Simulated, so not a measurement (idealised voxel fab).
process module | voxel wiring stack
cross-section cut | 145 nm wide | cells 5 nm
A cross-section is a grid of square cells, given in bands from the top down. A band is one or more rows of cells.
Each band's line starts with the height of the band's top and of its bottom, in nm. Then come its materials from left to right, each with its width in nm. One material with "throughout" fills the band from edge to edge. "air" is empty space.
Height 0 is the level under which the wafer as received is all one material. The lowest band goes on downwards, as in "0 down".
A width such as "30 to 40" changes by the same amount from each row of cells to the next, from the band's top row to its bottom row.
"no change" after a step means that no cell of the cross-section changed.
closed voids: empty space of 8 cells or more with no open way to the top, each as width x height at its distance from the left edge, in nm
after a step's settings: what the simulator itself notes on the step
overlay nm, on a step with a mask: how far to the right of its planned place the mask lay; to the left if negative
plan
1 op RECEIVE | material Si
2 op CONFORMAL_DEP | material SiO2 | thk nm 15
3 op DIRECTIONAL_DEP | material TiN | thk nm 5
4 op DIRECTIONAL_DEP | material W | thk nm 15
5 op MASKED_ETCH | tone cover | mask id METAL_1 | width nm 20 | pitch nm 45 | etch materials W | depth nm 15 | overlay nm 0
6 op MASKED_ETCH | tone cover | mask id METAL_1 | width nm 20 | pitch nm 45 | etch materials TiN | depth nm 5 | overlay nm 0
7 op FILL_DEP | material lowk | thk nm 5
8 op CMP | height nm 35
9 op CONFORMAL_DEP | material SiCN | thk nm 5
10 op DIRECTIONAL_DEP | material lowk | thk nm 15
11 op DIRECTIONAL_DEP | material aC | thk nm 15
12 op PATTERN | tone open | mask id PLUG_1 | material resist | width nm 15 | thk nm 30 | overlay nm 0
13 op DIRECTIONAL_ETCH | etch materials aC | depth nm 15
14 op STRIP | etch materials resist
15 op DIRECTIONAL_ETCH | etch materials lowk | depth nm 15
16 op DIRECTIONAL_ETCH | etch materials SiCN | depth nm 5
17 op STRIP | etch materials aC
18 op CONFORMAL_DEP | material TiN | thk nm 5
19 op FILL_DEP | material Ru | thk nm 5
20 op CMP | height nm 55
21 op CONFORMAL_DEP | material SiN | thk nm 5
22 op DIRECTIONAL_DEP | material SiO2 | thk nm 15
23 op PATTERN | tone open | mask id METAL_2 | material resist | width nm 20 | pitch nm 45 | thk nm 20 | overlay nm 0
24 op DIRECTIONAL_ETCH | etch materials SiO2 | depth nm 15
25 op DIRECTIONAL_ETCH | etch materials SiN | depth nm 5
26 op STRIP | etch materials resist
27 op CONFORMAL_DEP | material TiN | thk nm 5
28 op FILL_DEP | material Ru | thk nm 10
29 op CMP | height nm 75
30 op CONFORMAL_DEP | material SiN | thk nm 5
as received, after step 1
  0 down: Si throughout
  closed voids: none
a wafer at the end: this start, this plan, one mistake
  80 to 75: SiN throughout
  75 to 60: SiO2 40 | TiN 5 | Ru 10 | TiN 5 | SiO2 25 | TiN 5 | Ru 10 | TiN 5 | SiO2 40
  60 to 55: SiN 40 | TiN 20 | SiN 25 | TiN 20 | SiN 40
  55 to 40: lowk 40 | TiN 5 | Ru 5 | TiN 5 | lowk 90
  40 to 35: SiCN 40 | TiN 15 | SiCN 90
  35 to 20: SiN throughout
  20 to 15: TiN throughout
  15 to 0: SiO2 throughout
  0 down: Si throughout
  closed voids: none
what went wrong: step 4 ran as: op DIRECTIONAL_DEP | material SiN | thk nm 15
